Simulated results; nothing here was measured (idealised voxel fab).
The process module that follows is named voxel capacitor over wiring.
Each square cell in cross-section cut measures 5 nm, and the section as a whole is 215 nm wide.
How to read a cross-section here: the picture is a grid of square cells, written as bands going from the top down, and any band can span one or more rows of cells. In this notation a band is specified by the heights of its top and bottom, in that order and in nm, after which its materials appear from left to right, each paired with its width in nm. The word "throughout" attached to a single material means that material fills the band from edge to edge; the word "air" stands for empty space. Counting heights begins at 0, where everything beneath is, in the wafer as received, one material. The lowest band has no bottom; it goes on downwards, as "z 0 and below" shows. Width spec "30 to 40" -> top row of cells at first value, bottom row at second value, equal per-row change in between. "identical to before" for a step: no cell of the cross-section changed in that step. Reported under the label "Completely sealed voids" are the empty spaces having no open way to the top and comprising 8 cells or more; the notation for each is width x height at distance, in which the distance is measured from the left edge and all three values are in nm. Text after the settings on a step's line: the simulator's own remark on that step. overlay nm: step with mask; distance mask lay right of planned place; negative value = left of planned place. Pairs follow: section before one process step, section after it down to the lowest changed band, step with settings underneath. Pairs may come from different runs of this module on the same starting wafer; continuity with the pair above only as stated in the "Before-step section" entry.
# Before-step section
> z 0 and below | Si throughout
> Completely sealed voids: none
# Step Result
> z 10 to 0 | SiO2 throughout
> Unchanged below 0.
> Completely sealed voids: none
Between before and after above, the operation and settings are CONFORMAL_DEP, material SiO2, thk nm 10
Before-step section: after-state, pair directly above.
# Step Result
> z 15 to 10 | SiN throughout
> Unchanged below 10.
> Completely sealed voids: none
Between before and after above, the operation and settings are CONFORMAL_DEP, material SiN, thk nm 5
Before-step section: after-state, pair directly above.
# Step Result
> z 30 to 15 | lowk throughout
> Unchanged below 15.
> Completely sealed voids: none
Between before and after above, the operation and settings are DIRECTIONAL_DEP, material lowk, thk nm 15
Before-step section: after-state, pair directly above.
# Step Result
> z 30 to 15 | lowk: 40; air: 30; lowk: 70; air: 30; lowk: 45
> Unchanged below 15.
> Completely sealed voids: none
Between before and after above, the operation and settings are MASKED_ETCH, tone open, mask id METAL_1, width nm 30, pitch nm 100, etch materials lowk, depth nm 15, overlay nm 0
Before-step section: after-state, pair directly above.
# Step Result
> z 30 to 15 | lowk: 40; air: 30; lowk: 70; air: 30; lowk: 45
> z 15 to 10 | SiN: 40; air: 30; SiN: 70; air: 30; SiN: 45
> Unchanged below 10.
> Completely sealed voids: none
Between before and after above, the operation and settings are MASKED_ETCH, tone open, mask id METAL_1, width nm 30, pitch nm 100, etch materials SiN, depth nm 5, overlay nm 0
Before-step section: after-state, pair directly above.
# Step Result
> z 35 to 30 | TiN: 45; air: 20; TiN: 80; air: 20; TiN: 50
> z 30 to 15 | lowk: 40; TiN: 5; air: 20; TiN: 5; lowk: 70; TiN: 5; air: 20; TiN: 5; lowk: 45
> z 15 to 10 | SiN: 40; TiN: 30; SiN: 70; TiN: 30; SiN: 45
> Unchanged below 10.
> Completely sealed voids: none
Between before and after above, the operation and settings are CONFORMAL_DEP, material TiN, thk nm 5
Before-step section: after-state, pair directly above.
# Step Result
> z 45 to 35 | Cu throughout
> z 35 to 30 | TiN: 45; Cu: 20; TiN: 80; Cu: 20; TiN: 50
> z 30 to 15 | lowk: 40; TiN: 5; Cu: 20; TiN: 5; lowk: 70; TiN: 5; Cu: 20; TiN: 5; lowk: 45
> Unchanged below 15.
> Completely sealed voids: none
Between before and after above, the operation and settings are FILL_DEP, material Cu, thk nm 10
Before-step section: after-state, pair directly above.
# Step Result
> z 30 to 15 | lowk: 40; TiN: 5; Cu: 20; TiN: 5; lowk: 70; TiN: 5; Cu: 20; TiN: 5; lowk: 45
> Unchanged below 15.
> Completely sealed voids: none
Between before and after above, the operation and settings are CMP, height nm 30
Before-step section: after-state, pair directly above.
# Step Result
> z 35 to 30 | SiCN throughout
> Unchanged below 30.
> Completely sealed voids: none
Between before and after above, the operation and settings are CONFORMAL_DEP, material SiCN, thk nm 5
Before-step section: after-state, pair directly above.
# Step Result
> z 50 to 35 | SiO2 throughout
> Unchanged below 35.
> Completely sealed voids: none
Between before and after above, the operation and settings are DIRECTIONAL_DEP, material SiO2, thk nm 15
Before-step section: after-state, pair directly above.
# Step Result
> z 65 to 50 | aC throughout
> Unchanged below 50.
> Completely sealed voids: none
Between before and after above, the operation and settings are DIRECTIONAL_DEP, material aC, thk nm 15
Before-step section: after-state, pair directly above.
# Step Result
> z 95 to 65 | resist: 55; air: 15; resist: 145
> Unchanged below 65.
> Completely sealed voids: none
Between before and after above, the operation and settings are PATTERN, tone open, mask id PLUG_1, material resist, width nm 15, thk nm 30, overlay nm 0
Before-step section: after-state, pair directly above.
# Step Result
> z 80 to 65 | resist: 55; air: 15; resist: 145
> z 65 to 50 | aC: 55; air: 15; aC: 145
> Unchanged below 50.
> Completely sealed voids: none
Between before and after above, the operation and settings are DIRECTIONAL_ETCH, etch materials aC, depth nm 15
Before-step section: after-state, pair directly above.
# Step Result
> z 65 to 50 | aC: 55; air: 15; aC: 145
> Unchanged below 50.
> Completely sealed voids: none
Between before and after above, the operation and settings are STRIP, etch materials resist
Before-step section: after-state, pair directly above.
# Step Result
> z 65 to 50 | aC: 55; air: 15; aC: 145
> z 50 to 35 | SiO2: 55; air: 15; SiO2: 145
> Unchanged below 35.
> Completely sealed voids: none
Between before and after above, the operation and settings are DIRECTIONAL_ETCH, etch materials SiO2, depth nm 15
Before-step section: after-state, pair directly above.
# Step Result
> z 65 to 50 | aC: 55; air: 15; aC: 145
> z 50 to 35 | SiO2: 55; air: 15; SiO2: 145
> z 35 to 30 | SiCN: 55; air: 15; SiCN: 145
> Unchanged below 30.
> Completely sealed voids: none
Between before and after above, the operation and settings are DIRECTIONAL_ETCH, etch materials SiCN, depth nm 5
Before-step section: after-state, pair directly above.
# Step Result
> z 50 to 35 | SiO2: 55; air: 15; SiO2: 145
> Unchanged below 35.
> Completely sealed voids: none
Between before and after above, the operation and settings are STRIP, etch materials aC
Before-step section: after-state, pair directly above.
# Step Result
> z 55 to 50 | TiN: 60; air: 5; TiN: 150
> z 50 to 35 | SiO2: 55; TiN: 5; air: 5; TiN: 5; SiO2: 145
> z 35 to 30 | SiCN: 55; TiN: 15; SiCN: 145
> Unchanged below 30.
> Completely sealed voids: none
Between before and after above, the operation and settings are CONFORMAL_DEP, material TiN, thk nm 5
Before-step section: after-state, pair directly above.
# Step Result
> z 60 to 55 | Cu throughout
> z 55 to 50 | TiN: 60; Cu: 5; TiN: 150
> z 50 to 35 | SiO2: 55; TiN: 5; Cu: 5; TiN: 5; SiO2: 145
> Unchanged below 35.
> Completely sealed voids: none
Between before and after above, the operation and settings are FILL_DEP, material Cu, thk nm 5
Before-step section: after-state, pair directly above.
# Step Result
> z 50 to 35 | SiO2: 55; TiN: 5; Cu: 5; TiN: 5; SiO2: 145
> Unchanged below 35.
> Completely sealed voids: none
Between before and after above, the operation and settings are CMP, height nm 50
Before-step section: after-state, pair directly above.
# Step Result
> z 60 to 50 | TiN throughout
> Unchanged below 50.
> Completely sealed voids: none
Between before and after above, the operation and settings are DIRECTIONAL_DEP, material TiN, thk nm 10
Before-step section: after-state, pair directly above.
# Step Result
> z 65 to 60 | HfO2 throughout
> Unchanged below 60.
> Completely sealed voids: none
Between before and after above, the operation and settings are DIRECTIONAL_DEP, material HfO2, thk nm 5
Before-step section: after-state, pair directly above.
# Step Result
> z 70 to 65 | TiN throughout
> Unchanged below 65.
> Completely sealed voids: none
Between before and after above, the operation and settings are DIRECTIONAL_DEP, material TiN, thk nm 5
Before-step section: after-state, pair directly above.
# Step Result
> z 80 to 70 | aC throughout
> Unchanged below 70.
> Completely sealed voids: none
Between before and after above, the operation and settings are DIRECTIONAL_DEP, material aC, thk nm 10
Before-step section: after-state, pair directly above.
# Step Result
> z 110 to 80 | air: 55; resist: 75; air: 85
> Unchanged below 80.
> Completely sealed voids: none
Between before and after above, the operation and settings are PATTERN, tone cover, mask id UPPER_PLATE, material resist, width nm 75, thk nm 30, overlay nm 0
Before-step section: after-state, pair directly above.
# Step Result
> z 100 to 80 | air: 55; resist: 75; air: 85
> z 80 to 70 | air: 55; aC: 75; air: 85
> Unchanged below 70.
> Completely sealed voids: none
Between before and after above, the operation and settings are DIRECTIONAL_ETCH, etch materials aC, depth nm 10
Before-step section: after-state, pair directly above.
# Step Result
> z 80 to 70 | air: 55; aC: 75; air: 85
> Unchanged below 70.
> Completely sealed voids: none
Between before and after above, the operation and settings are STRIP, etch materials resist
Before-step section: after-state, pair directly above.
# Step Result
> z 80 to 70 | air: 55; aC: 75; air: 85
> z 70 to 65 | air: 55; TiN: 75; air: 85
> Unchanged below 65.
> Completely sealed voids: none
Between before and after above, the operation and settings are DIRECTIONAL_ETCH, etch materials TiN, depth nm 5
Before-step section: after-state, pair directly above.
# Step Result
> z 80 to 70 | air: 55; aC: 75; air: 85
> z 70 to 65 | air: 55; TiN: 75; air: 85
> z 65 to 60 | air: 55; HfO2: 75; air: 85
> Unchanged below 60.
> Completely sealed voids: none
Between before and after above, the operation and settings are DIRECTIONAL_ETCH, etch materials HfO2, depth nm 5
Before-step section: after-state, pair directly above.
# Step Result
> z 70 to 65 | air: 55; TiN: 75; air: 85
> Unchanged below 65.
> Completely sealed voids: none
Between before and after above, the operation and settings are STRIP, etch materials aC
Before-step section: after-state, pair directly above.
# Step Result
> z 80 to 70 | air: 55; aC: 75; air: 85
> z 70 to 65 | aC: 55; TiN: 75; aC: 85
> z 65 to 60 | aC: 55; HfO2: 75; aC: 85
> Unchanged below 60.
> Completely sealed voids: none
Between before and after above, the operation and settings are DIRECTIONAL_DEP, material aC, thk nm 10
Before-step section: after-state, pair directly above.
# Step Result
> z 105 to 80 | air: 50; resist: 85; air: 80
> z 80 to 70 | air: 50; resist: 5; aC: 75; resist: 5; air: 80
> Unchanged below 70.
> Completely sealed voids: none
Between before and after above, the operation and settings are PATTERN, tone cover, mask id LOWER_PLATE, material resist, width nm 85, thk nm 25, overlay nm 0
Before-step section: after-state, pair directly above.
# Step Result
> z 95 to 80 | air: 50; resist: 85; air: 80
> z 80 to 70 | air: 50; resist: 5; aC: 75; resist: 5; air: 80
> z 70 to 65 | air: 50; aC: 5; TiN: 75; aC: 5; air: 80
> z 65 to 60 | air: 50; aC: 5; HfO2: 75; aC: 5; air: 80
> Unchanged below 60.
> Completely sealed voids: none
Between before and after above, the operation and settings are DIRECTIONAL_ETCH, etch materials aC, depth nm 10
Before-step section: after-state, pair directly above.
# Step Result
> z 80 to 70 | air: 55; aC: 75; air: 85
> Unchanged below 70.
> Completely sealed voids: none
Between before and after above, the operation and settings are STRIP, etch materials resist
Before-step section: after-state, pair directly above.
# Step Result
> z 80 to 70 | air: 55; aC: 75; air: 85
> z 70 to 65 | air: 50; aC: 5; TiN: 75; aC: 5; air: 80
> z 65 to 60 | air: 50; aC: 5; HfO2: 75; aC: 5; air: 80
> z 60 to 50 | air: 50; TiN: 85; air: 80
> Unchanged below 50.
> Completely sealed voids: none
Between before and after above, the operation and settings are DIRECTIONAL_ETCH, etch materials TiN, depth nm 10
Before-step section: after-state, pair directly above.
# Step Result
> z 70 to 65 | air: 55; TiN: 75; air: 85
> z 65 to 60 | air: 55; HfO2: 75; air: 85
> Unchanged below 60.
> Completely sealed voids: none
Between before and after above, the operation and settings are STRIP, etch materials aC
Before-step section: after-state, pair directly above.
# Step Result
> z 85 to 70 | SiO2 throughout
> z 70 to 65 | SiO2: 55; TiN: 75; SiO2: 85
> z 65 to 60 | SiO2: 55; HfO2: 75; SiO2: 85
> z 60 to 50 | SiO2: 50; TiN: 85; SiO2: 80
> Unchanged below 50.
> Completely sealed voids: none
Between before and after above, the operation and settings are FILL_DEP, material SiO2, thk nm 15
Before-step section: after-state, pair directly above.
# Step Result
> z 80 to 70 | SiO2 throughout
> Unchanged below 70.
> Completely sealed voids: none
Between before and after above, the operation and settings are CMP, height nm 80
Before-step section: after-state, pair directly above.
# Step Result
> z 95 to 80 | resist: 65; air: 15; resist: 135
> Unchanged below 80.
> Completely sealed voids: none
Between before and after above, the operation and settings are PATTERN, tone open, mask id PLUG_2, material resist, width nm 15, thk nm 15, overlay nm 0
Before-step section: after-state, pair directly above.
# Step Result
> z 95 to 80 | resist: 65; air: 15; resist: 135
> z 80 to 70 | SiO2: 65; air: 15; SiO2: 135
> Unchanged below 70.
> Completely sealed voids: none
Between before and after above, the operation and settings are DIRECTIONAL_ETCH, etch materials SiO2, depth nm 10
Before-step section: after-state, pair directly above.
# Step Result
> z 80 to 70 | SiO2: 65; air: 15; SiO2: 135
> Unchanged below 70.
> Completely sealed voids: none
Between before and after above, the operation and settings are STRIP, etch materials resist
Before-step section: after-state, pair directly above.
# Step Result
> z 85 to 80 | TiN: 70; air: 5; TiN: 140
> z 80 to 75 | SiO2: 65; TiN: 5; air: 5; TiN: 5; SiO2: 135
> z 75 to 65 | SiO2: 65 to 55; TiN: 15 to 75; SiO2: 135 to 85
> Unchanged below 65.
> Completely sealed voids: none
Between before and after above, the operation and settings are CONFORMAL_DEP, material TiN, thk nm 5
Before-step section: after-state, pair directly above.
# Step Result
> z 95 to 85 | W throughout
> z 85 to 80 | TiN: 70; W: 5; TiN: 140
> z 80 to 75 | SiO2: 65; TiN: 5; W: 5; TiN: 5; SiO2: 135
> Unchanged below 75.
> Completely sealed voids: none
Between before and after above, the operation and settings are FILL_DEP, material W, thk nm 10
Before-step section: after-state, pair directly above.
# Step Result
> z 80 to 75 | SiO2: 65; TiN: 5; W: 5; TiN: 5; SiO2: 135
> Unchanged below 75.
> Completely sealed voids: none
Between before and after above, the operation and settings are CMP, height nm 80
Before-step section: after-state, pair directly above.
# Step Result
> z 85 to 80 | SiCN throughout
> Unchanged below 80.
> Completely sealed voids: none
Between before and after above, the operation and settings are CONFORMAL_DEP, material SiCN, thk nm 5
# Before-step section
> z 60 to 50 | TiN throughout
> z 50 to 35 | SiO2: 55; TiN: 5; Cu: 5; TiN: 5; SiO2: 145
> z 35 to 30 | SiCN: 55; TiN: 15; SiCN: 145
> z 30 to 15 | lowk: 40; TiN: 5; Cu: 20; TiN: 5; lowk: 70; TiN: 5; Cu: 20; TiN: 5; lowk: 45
> z 15 to 10 | SiN: 40; TiN: 30; SiN: 70; TiN: 30; SiN: 45
> z 10 to 0 | SiO2 throughout
> z 0 and below | Si throughout
> Completely sealed voids: none
# Step Result
> z 65 to 50 | TiN throughout
> Unchanged below 50.
> Completely sealed voids: none
Between before and after above, the operation and settings are DIRECTIONAL_DEP, material TiN, thk nm 5
Before-step section: after-state, pair directly above.
# Step Result
> z 75 to 65 | aC throughout
> Unchanged below 65.
> Completely sealed voids: none
Between before and after above, the operation and settings are DIRECTIONAL_DEP, material aC, thk nm 10
Before-step section: after-state, pair directly above.
# Step Result
> z 105 to 75 | air: 55; resist: 75; air: 85
> Unchanged below 75.
> Completely sealed voids: none
Between before and after above, the operation and settings are PATTERN, tone cover, mask id UPPER_PLATE, material resist, width nm 75, thk nm 30, overlay nm 0
Before-step section: after-state, pair directly above.
# Step Result
> z 95 to 75 | air: 55; resist: 75; air: 85
> z 75 to 65 | air: 55; aC: 75; air: 85
> Unchanged below 65.
> Completely sealed voids: none
Between before and after above, the operation and settings are DIRECTIONAL_ETCH, etch materials aC, depth nm 10
Before-step section: after-state, pair directly above.
# Step Result
> z 75 to 65 | air: 55; aC: 75; air: 85
> Unchanged below 65.
> Completely sealed voids: none
Between before and after above, the operation and settings are STRIP, etch materials resist
Before-step section: after-state, pair directly above.
# Step Result
> z 75 to 65 | air: 55; aC: 75; air: 85
> z 65 to 60 | air: 55; TiN: 75; air: 85
> Unchanged below 60.
> Completely sealed voids: none
Between before and after above, the operation and settings are DIRECTIONAL_ETCH, etch materials TiN, depth nm 5
Before-step section: after-state, pair directly above.
# Step Result
> z 65 to 60 | air: 55; TiN: 75; air: 85
> Unchanged below 60.
> Completely sealed voids: none
Between before and after above, the operation and settings are STRIP, etch materials aC
Before-step section: after-state, pair directly above.
# Step Result
> z 75 to 70 | air: 55; aC: 75; air: 85
> z 70 to 65 | aC throughout
> z 65 to 60 | aC: 55; TiN: 75; aC: 85
> Unchanged below 60.
> Completely sealed voids: none
Between before and after above, the operation and settings are DIRECTIONAL_DEP, material aC, thk nm 10
Before-step section: after-state, pair directly above.
# Step Result
> z 100 to 75 | air: 50; resist: 85; air: 80
> z 75 to 70 | air: 50; resist: 5; aC: 75; resist: 5; air: 80
> Unchanged below 70.
> Completely sealed voids: none
Between before and after above, the operation and settings are PATTERN, tone cover, mask id LOWER_PLATE, material resist, width nm 85, thk nm 25, overlay nm 0
Before-step section: after-state, pair directly above.
# Step Result
> z 90 to 75 | air: 50; resist: 85; air: 80
> z 75 to 70 | air: 50; resist: 5; aC: 75; resist: 5; air: 80
> z 70 to 65 | air: 50; aC: 85; air: 80
> z 65 to 60 | air: 50; aC: 5; TiN: 75; aC: 5; air: 80
> Unchanged below 60.
> Completely sealed voids: none
Between before and after above, the operation and settings are DIRECTIONAL_ETCH, etch materials aC, depth nm 10
Before-step section: after-state, pair directly above.
# Step Result
> z 75 to 65 | air: 55 to 50; aC: 75 to 85; air: 85 to 80
> Unchanged below 65.
> Completely sealed voids: none
Between before and after above, the operation and settings are STRIP, etch materials resist
Before-step section: after-state, pair directly above.
# Step Result
> z 75 to 65 | air: 55 to 50; aC: 75 to 85; air: 85 to 80
> z 65 to 60 | air: 50; aC: 5; TiN: 75; aC: 5; air: 80
> z 60 to 50 | air: 50; TiN: 85; air: 80
> Unchanged below 50.
> Completely sealed voids: none
Between before and after above, the operation and settings are DIRECTIONAL_ETCH, etch materials TiN, depth nm 10
Before-step section: after-state, pair directly above.
# Step Result
> z 65 to 60 | air: 55; TiN: 75; air: 85
> Unchanged below 60.
> Completely sealed voids: none
Between before and after above, the operation and settings are STRIP, etch materials aC
Before-step section: after-state, pair directly above.
# Step Result
> z 80 to 65 | SiO2 throughout
> z 65 to 60 | SiO2: 55; TiN: 75; SiO2: 85
> z 60 to 50 | SiO2: 50; TiN: 85; SiO2: 80
> Unchanged below 50.
> Completely sealed voids: none
Between before and after above, the operation and settings are FILL_DEP, material SiO2, thk nm 15
Before-step section: after-state, pair directly above.
# Step Result
> z 95 to 80 | resist: 65; air: 15; resist: 135
> Unchanged below 80.
> Completely sealed voids: none
Between before and after above, the operation and settings are PATTERN, tone open, mask id PLUG_2, material resist, width nm 15, thk nm 15, overlay nm 0
Before-step section: after-state, pair directly above.
# Step Result
> z 95 to 80 | resist: 65; air: 15; resist: 135
> z 80 to 70 | SiO2: 65; air: 15; SiO2: 135
> Unchanged below 70.
> Completely sealed voids: none
Between before and after above, the operation and settings are DIRECTIONAL_ETCH, etch materials SiO2, depth nm 10
Before-step section: after-state, pair directly above.
# Step Result
> z 80 to 70 | SiO2: 65; air: 15; SiO2: 135
> Unchanged below 70.
> Completely sealed voids: none
Between before and after above, the operation and settings are STRIP, etch materials resist
Before-step section: after-state, pair directly above.
# Step Result
> z 85 to 80 | TiN: 70; air: 5; TiN: 140
> z 80 to 75 | SiO2: 65; TiN: 5; air: 5; TiN: 5; SiO2: 135
> z 75 to 70 | SiO2: 65; TiN: 15; SiO2: 135
> Unchanged below 70.
> Completely sealed voids: none
Between before and after above, the operation and settings are CONFORMAL_DEP, material TiN, thk nm 5
Before-step section: after-state, pair directly above.
# Step Result
> z 95 to 85 | W throughout
> z 85 to 80 | TiN: 70; W: 5; TiN: 140
> z 80 to 75 | SiO2: 65; TiN: 5; W: 5; TiN: 5; SiO2: 135
> Unchanged below 75.
> Completely sealed voids: none
Between before and after above, the operation and settings are FILL_DEP, material W, thk nm 10
Before-step section: after-state, pair directly above.
# Step Result
> z 80 to 75 | SiO2: 65; TiN: 5; W: 5; TiN: 5; SiO2: 135
> Unchanged below 75.
> Completely sealed voids: none
Between before and after above, the operation and settings are CMP, height nm 80
Before-step section: after-state, pair directly above.
# Step Result
> z 85 to 80 | SiCN throughout
> Unchanged below 80.
> Completely sealed voids: none
Between before and after above, the operation and settings are CONFORMAL_DEP, material SiCN, thk nm 5
# Before-step section
> z 10 to 0 | SiO2 throughout
> z 0 and below | Si throughout
> Completely sealed voids: none
# Step Result
> z 25 to 10 | lowk throughout
> Unchanged below 10.
> Completely sealed voids: none
Between before and after above, the operation and settings are DIRECTIONAL_DEP, material lowk, thk nm 15
Before-step section: after-state, pair directly above.
# Step Result
> z 30 to 25 | SiN throughout
> Unchanged below 25.
> Completely sealed voids: none
Between before and after above, the operation and settings are CONFORMAL_DEP, material SiN, thk nm 5
Before-step section: after-state, pair directly above.
# Step Result
> z 30 to 25 | SiN: 40; air: 30; SiN: 70; air: 30; SiN: 45
> Unchanged below 25.
> Completely sealed voids: none
Between before and after above, the operation and settings are MASKED_ETCH, tone open, mask id METAL_1, width nm 30, pitch nm 100, etch materials SiN, depth nm 5, overlay nm 0
Before-step section: after-state, pair directly above.
# Step Result
> z 35 to 30 | TiN: 45; air: 20; TiN: 80; air: 20; TiN: 50
> z 30 to 25 | SiN: 40; TiN: 30; SiN: 70; TiN: 30; SiN: 45
> Unchanged below 25.
> Completely sealed voids: none
Between before and after above, the operation and settings are CONFORMAL_DEP, material TiN, thk nm 5
Before-step section: after-state, pair directly above.
# Step Result
> z 45 to 35 | Cu throughout
> z 35 to 30 | TiN: 45; Cu: 20; TiN: 80; Cu: 20; TiN: 50
> Unchanged below 30.
> Completely sealed voids: none
Between before and after above, the operation and settings are FILL_DEP, material Cu, thk nm 10
Before-step section: after-state, pair directly above.
# Step Result
> z 30 to 25 | SiN: 40; TiN: 30; SiN: 70; TiN: 30; SiN: 45
> Unchanged below 25.
> Completely sealed voids: none
Between before and after above, the operation and settings are CMP, height nm 30
Before-step section: after-state, pair directly above.
# Step Result
> z 35 to 30 | SiCN throughout
> Unchanged below 30.
> Completely sealed voids: none
Between before and after above, the operation and settings are CONFORMAL_DEP, material SiCN, thk nm 5
Before-step section: after-state, pair directly above.
# Step Result
> z 50 to 35 | SiO2 throughout
> Unchanged below 35.
> Completely sealed voids: none
Between before and after above, the operation and settings are DIRECTIONAL_DEP, material SiO2, thk nm 15
Before-step section: after-state, pair directly above.
# Step Result
> z 65 to 50 | aC throughout
> Unchanged below 50.
> Completely sealed voids: none
Between before and after above, the operation and settings are DIRECTIONAL_DEP, material aC, thk nm 15
Before-step section: after-state, pair directly above.
# Step Result
> z 95 to 65 | resist: 55; air: 15; resist: 145
> Unchanged below 65.
> Completely sealed voids: none
Between before and after above, the operation and settings are PATTERN, tone open, mask id PLUG_1, material resist, width nm 15, thk nm 30, overlay nm 0
Before-step section: after-state, pair directly above.
# Step Result
> z 80 to 65 | resist: 55; air: 15; resist: 145
> z 65 to 50 | aC: 55; air: 15; aC: 145
> Unchanged below 50.
> Completely sealed voids: none
Between before and after above, the operation and settings are DIRECTIONAL_ETCH, etch materials aC, depth nm 15
Before-step section: after-state, pair directly above.
# Step Result
> z 65 to 50 | aC: 55; air: 15; aC: 145
> Unchanged below 50.
> Completely sealed voids: none
Between before and after above, the operation and settings are STRIP, etch materials resist
Before-step section: after-state, pair directly above.
# Step Result
> z 65 to 50 | aC: 55; air: 15; aC: 145
> z 50 to 35 | SiO2: 55; air: 15; SiO2: 145
> Unchanged below 35.
> Completely sealed voids: none
Between before and after above, the operation and settings are DIRECTIONAL_ETCH, etch materials SiO2, depth nm 15
Before-step section: after-state, pair directly above.
# Step Result
> z 65 to 50 | aC: 55; air: 15; aC: 145
> z 50 to 35 | SiO2: 55; air: 15; SiO2: 145
> z 35 to 30 | SiCN: 55; air: 15; SiCN: 145
> Unchanged below 30.
> Completely sealed voids: none
Between before and after above, the operation and settings are DIRECTIONAL_ETCH, etch materials SiCN, depth nm 5
Before-step section: after-state, pair directly above.
# Step Result
> z 50 to 35 | SiO2: 55; air: 15; SiO2: 145
> Unchanged below 35.
> Completely sealed voids: none
Between before and after above, the operation and settings are STRIP, etch materials aC
Before-step section: after-state, pair directly above.
# Step Result
> z 55 to 50 | TiN: 60; air: 5; TiN: 150
> z 50 to 35 | SiO2: 55; TiN: 5; air: 5; TiN: 5; SiO2: 145
> z 35 to 30 | SiCN: 55; TiN: 15; SiCN: 145
> Unchanged below 30.
> Completely sealed voids: none
Between before and after above, the operation and settings are CONFORMAL_DEP, material TiN, thk nm 5
Before-step section: after-state, pair directly above.
# Step Result
> z 60 to 55 | Cu throughout
> z 55 to 50 | TiN: 60; Cu: 5; TiN: 150
> z 50 to 35 | SiO2: 55; TiN: 5; Cu: 5; TiN: 5; SiO2: 145
> Unchanged below 35.
> Completely sealed voids: none
Between before and after above, the operation and settings are FILL_DEP, material Cu, thk nm 5
Before-step section: after-state, pair directly above.
# Step Result
> z 50 to 35 | SiO2: 55; TiN: 5; Cu: 5; TiN: 5; SiO2: 145
> Unchanged below 35.
> Completely sealed voids: none
Between before and after above, the operation and settings are CMP, height nm 50
Before-step section: after-state, pair directly above.
# Step Result
> z 60 to 50 | TiN throughout
> Unchanged below 50.
> Completely sealed voids: none
Between before and after above, the operation and settings are DIRECTIONAL_DEP, material TiN, thk nm 10
Before-step section: after-state, pair directly above.
# Step Result
> z 65 to 60 | HfO2 throughout
> Unchanged below 60.
> Completely sealed voids: none
Between before and after above, the operation and settings are DIRECTIONAL_DEP, material HfO2, thk nm 5
Before-step section: after-state, pair directly above.
# Step Result
> z 70 to 65 | TiN throughout
> Unchanged below 65.
> Completely sealed voids: none
Between before and after above, the operation and settings are DIRECTIONAL_DEP, material TiN, thk nm 5
Before-step section: after-state, pair directly above.
# Step Result
> z 80 to 70 | aC throughout
> Unchanged below 70.
> Completely sealed voids: none
Between before and after above, the operation and settings are DIRECTIONAL_DEP, material aC, thk nm 10
Before-step section: after-state, pair directly above.
# Step Result
> z 110 to 80 | air: 55; resist: 75; air: 85
> Unchanged below 80.
> Completely sealed voids: none
Between before and after above, the operation and settings are PATTERN, tone cover, mask id UPPER_PLATE, material resist, width nm 75, thk nm 30, overlay nm 0
Before-step section: after-state, pair directly above.
# Step Result
> z 100 to 80 | air: 55; resist: 75; air: 85
> z 80 to 70 | air: 55; aC: 75; air: 85
> Unchanged below 70.
> Completely sealed voids: none
Between before and after above, the operation and settings are DIRECTIONAL_ETCH, etch materials aC, depth nm 10
Before-step section: after-state, pair directly above.
# Step Result
> z 80 to 70 | air: 55; aC: 75; air: 85
> Unchanged below 70.
> Completely sealed voids: none
Between before and after above, the operation and settings are STRIP, etch materials resist
Before-step section: after-state, pair directly above.
# Step Result
> z 80 to 70 | air: 55; aC: 75; air: 85
> z 70 to 65 | air: 55; TiN: 75; air: 85
> Unchanged below 65.
> Completely sealed voids: none
Between before and after above, the operation and settings are DIRECTIONAL_ETCH, etch materials TiN, depth nm 5
Before-step section: after-state, pair directly above.
# Step Result
> z 80 to 70 | air: 55; aC: 75; air: 85
> z 70 to 65 | air: 55; TiN: 75; air: 85
> z 65 to 60 | air: 55; HfO2: 75; air: 85
> Unchanged below 60.
> Completely sealed voids: none
Between before and after above, the operation and settings are DIRECTIONAL_ETCH, etch materials HfO2, depth nm 5
Before-step section: after-state, pair directly above.
# Step Result
> z 70 to 65 | air: 55; TiN: 75; air: 85
> Unchanged below 65.
> Completely sealed voids: none
Between before and after above, the operation and settings are STRIP, etch materials aC
Before-step section: after-state, pair directly above.
# Step Result
> z 80 to 70 | air: 55; aC: 75; air: 85
> z 70 to 65 | aC: 55; TiN: 75; aC: 85
> z 65 to 60 | aC: 55; HfO2: 75; aC: 85
> Unchanged below 60.
> Completely sealed voids: none
Between before and after above, the operation and settings are DIRECTIONAL_DEP, material aC, thk nm 10
Before-step section: after-state, pair directly above.
# Step Result
> z 105 to 80 | air: 50; resist: 85; air: 80
> z 80 to 70 | air: 50; resist: 5; aC: 75; resist: 5; air: 80
> Unchanged below 70.
> Completely sealed voids: none
Between before and after above, the operation and settings are PATTERN, tone cover, mask id LOWER_PLATE, material resist, width nm 85, thk nm 25, overlay nm 0
Before-step section: after-state, pair directly above.
# Step Result
> z 95 to 80 | air: 50; resist: 85; air: 80
> z 80 to 70 | air: 50; resist: 5; aC: 75; resist: 5; air: 80
> z 70 to 65 | air: 50; aC: 5; TiN: 75; aC: 5; air: 80
> z 65 to 60 | air: 50; aC: 5; HfO2: 75; aC: 5; air: 80
> Unchanged below 60.
> Completely sealed voids: none
Between before and after above, the operation and settings are DIRECTIONAL_ETCH, etch materials aC, depth nm 10
Before-step section: after-state, pair directly above.
# Step Result
> z 80 to 70 | air: 55; aC: 75; air: 85
> Unchanged below 70.
> Completely sealed voids: none
Between before and after above, the operation and settings are STRIP, etch materials resist
Before-step section: after-state, pair directly above.
# Step Result
> z 80 to 70 | air: 55; aC: 75; air: 85
> z 70 to 65 | air: 50; aC: 5; TiN: 75; aC: 5; air: 80
> z 65 to 60 | air: 50; aC: 5; HfO2: 75; aC: 5; air: 80
> z 60 to 50 | air: 50; TiN: 85; air: 80
> Unchanged below 50.
> Completely sealed voids: none
Between before and after above, the operation and settings are DIRECTIONAL_ETCH, etch materials TiN, depth nm 10
Before-step section: after-state, pair directly above.
# Step Result
> z 70 to 65 | air: 55; TiN: 75; air: 85
> z 65 to 60 | air: 55; HfO2: 75; air: 85
> Unchanged below 60.
> Completely sealed voids: none
Between before and after above, the operation and settings are STRIP, etch materials aC
Before-step section: after-state, pair directly above.
# Step Result
> z 85 to 70 | SiO2 throughout
> z 70 to 65 | SiO2: 55; TiN: 75; SiO2: 85
> z 65 to 60 | SiO2: 55; HfO2: 75; SiO2: 85
> z 60 to 50 | SiO2: 50; TiN: 85; SiO2: 80
> Unchanged below 50.
> Completely sealed voids: none
Between before and after above, the operation and settings are FILL_DEP, material SiO2, thk nm 15
Before-step section: after-state, pair directly above.
# Step Result
> z 80 to 70 | SiO2 throughout
> Unchanged below 70.
> Completely sealed voids: none
Between before and after above, the operation and settings are CMP, height nm 80
Before-step section: after-state, pair directly above.
# Step Result
> z 95 to 80 | resist: 65; air: 15; resist: 135
> Unchanged below 80.
> Completely sealed voids: none
Between before and after above, the operation and settings are PATTERN, tone open, mask id PLUG_2, material resist, width nm 15, thk nm 15, overlay nm 0
Before-step section: after-state, pair directly above.
# Step Result
> z 95 to 80 | resist: 65; air: 15; resist: 135
> z 80 to 70 | SiO2: 65; air: 15; SiO2: 135
> Unchanged below 70.
> Completely sealed voids: none
Between before and after above, the operation and settings are DIRECTIONAL_ETCH, etch materials SiO2, depth nm 10
